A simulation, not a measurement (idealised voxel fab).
Process module name: voxel self aligned vias
This is section cut - it's 285 nm across, gridded in 5 nm square cells.
Heads up, the way a cross-section reads in here is a grid of square cells, handed over as bands from the top down, with every band being one or more rows of cells.
The entry gives the band's vertical extent as a top height and a bottom height in nm, then its horizontal make-up as materials from left to right, each with a width in nm. "blank" stands for empty space; a single material marked "edge to edge" fills the band edge to edge.
Where do heights start? At 0: under that level the wafer as delivered is made of one material only. And the lowest band has no floor; it just carries on downward, as in "0 -> down".
Graded width ("30->40"): value in top row of band = first number; value in bottom row = second number; row-to-row change constant.
Reading "stayed the same" for a step: not a cell of the cross-section changed in it.
Empty spaces without an open route to the top, at least 8 cells in extent, make up the entry "Closed void list"; each is given as width x height at distance, where the distance is measured from the left edge, and all are in nm.
It should be noted that, on the line of a given step, the content following the step's settings is a remark produced by the simulator itself with respect to that step.
overlay nm: on a step with a mask, how far right of its planned place the mask lay; negative means left.
-- Intended process steps
- 1: RECEIVE, material Si
- 2: CONFORMAL_DEP, material SiO2, thk nm 15
- 3: CONFORMAL_DEP, material SiCN, thk nm 5
- 4: DIRECTIONAL_DEP, material SiO2, thk nm 25
- 5: DIRECTIONAL_DEP, material aC, thk nm 15
- 6: PATTERN, tone open, mask id LINES, material resist, width nm 25, pitch nm 60, thk nm 35, overlay nm 0
- 7: DIRECTIONAL_ETCH, etch materials aC, depth nm 15
- 8: STRIP, etch materials resist
- 9: DIRECTIONAL_ETCH, etch materials SiO2, depth nm 25
- 10: STRIP, etch materials aC
- 11: CONFORMAL_DEP, material TiN, thk nm 5
- 12: FILL_DEP, material W, thk nm 5
- 13: CMP, height nm 45
- 14: SELECTIVE_ETCH, etch materials W Ru TiN, depth nm 10
- 15: FILL_DEP, material SiN, thk nm 5
- 16: CMP, height nm 45
- 17: DIRECTIONAL_DEP, material SiO2, thk nm 15
- 18: MASKED_ETCH, tone open, mask id VIAS, width nm 25, etch materials SiO2, depth nm 15, overlay nm 0
- 19: MASKED_ETCH, tone open, mask id VIAS, width nm 35, etch materials SiN, depth nm 10, overlay nm 0
- 20: CONFORMAL_DEP, material TiN, thk nm 5
- 21: FILL_DEP, material Ru, thk nm 5
- 22: CMP, height nm 60
- 23: CONFORMAL_DEP, material SiN, thk nm 5
The value of width nm given for step 18 in the plan refers to the first wafer; the wafers vary in this setting and are alike at the start.
-- After step 1, as received: first of several wafers, cross-section
0 -> down  Si edge to edge
Closed void list: none
-- First wafer of several, cross-section, module end, after step 23 (last)
65 -> 60  SiN edge to edge
60 -> 45  SiO2: 100, TiN: 5, Ru: 15, TiN: 5, SiO2: 160
45 -> 40  SiO2: 100, TiN: 5, Ru: 15, TiN: 5, SiO2: 35, SiN: 25, SiO2: 100
40 -> 35  SiO2: 100, TiN: 25, SiO2: 35, SiN: 25, SiO2: 100
35 -> 25  SiO2: 100, TiN: 5, W: 15, TiN: 5, SiO2: 35, TiN: 5, W: 15, TiN: 5, SiO2: 100
25 -> 20  SiO2: 100, TiN: 25, SiO2: 35, TiN: 25, SiO2: 100
20 -> 15  SiCN edge to edge
15 -> 0  SiO2 edge to edge
0 -> down  Si edge to edge
Closed void list: none
-- Cross-section, last wafer, module completion
65 -> 60  SiN edge to edge
60 -> 50  SiO2: 90, TiN: 5, Ru: 40, TiN: 5, SiO2: 145
50 -> 45  SiO2: 90, TiN: 15, Ru: 15, TiN: 20, SiO2: 145
45 -> 40  SiO2: 100, TiN: 5, Ru: 15, TiN: 5, SiO2: 35, SiN: 25, SiO2: 100
40 -> 35  SiO2: 100, TiN: 25, SiO2: 35, SiN: 25, SiO2: 100
35 -> 25  SiO2: 100, TiN: 5, W: 15, TiN: 5, SiO2: 35, TiN: 5, W: 15, TiN: 5, SiO2: 100
25 -> 20  SiO2: 100, TiN: 25, SiO2: 35, TiN: 25, SiO2: 100
20 -> 15  SiCN edge to edge
15 -> 0  SiO2 edge to edge
0 -> down  Si edge to edge
Closed void list: none
-- Below is a per-wafer table. In it, each row describes the wafer at the end of the module by giving, for each material, the number of cells gained (+) or lost (-) since the wafer was received, and after that the closed voids of the wafer
width nm 25, +12 Ru, +57 SiCN, +67 SiN, +562 SiO2, +31 TiN, +12 W, Closed void list: none
width nm 30, +14 Ru, +57 SiCN, +67 SiN, +559 SiO2, +32 TiN, +12 W, Closed void list: none
width nm 35, +16 Ru, +57 SiCN, +67 SiN, +556 SiO2, +33 TiN, +12 W, Closed void list: none
width nm 40, +18 Ru, +57 SiCN, +67 SiN, +553 SiO2, +34 TiN, +12 W, Closed void list: none
width nm 45, +20 Ru, +57 SiCN, +67 SiN, +550 SiO2, +35 TiN, +12 W, Closed void list: none
width nm 50, +22 Ru, +57 SiCN, +67 SiN, +547 SiO2, +36 TiN, +12 W, Closed void list: none
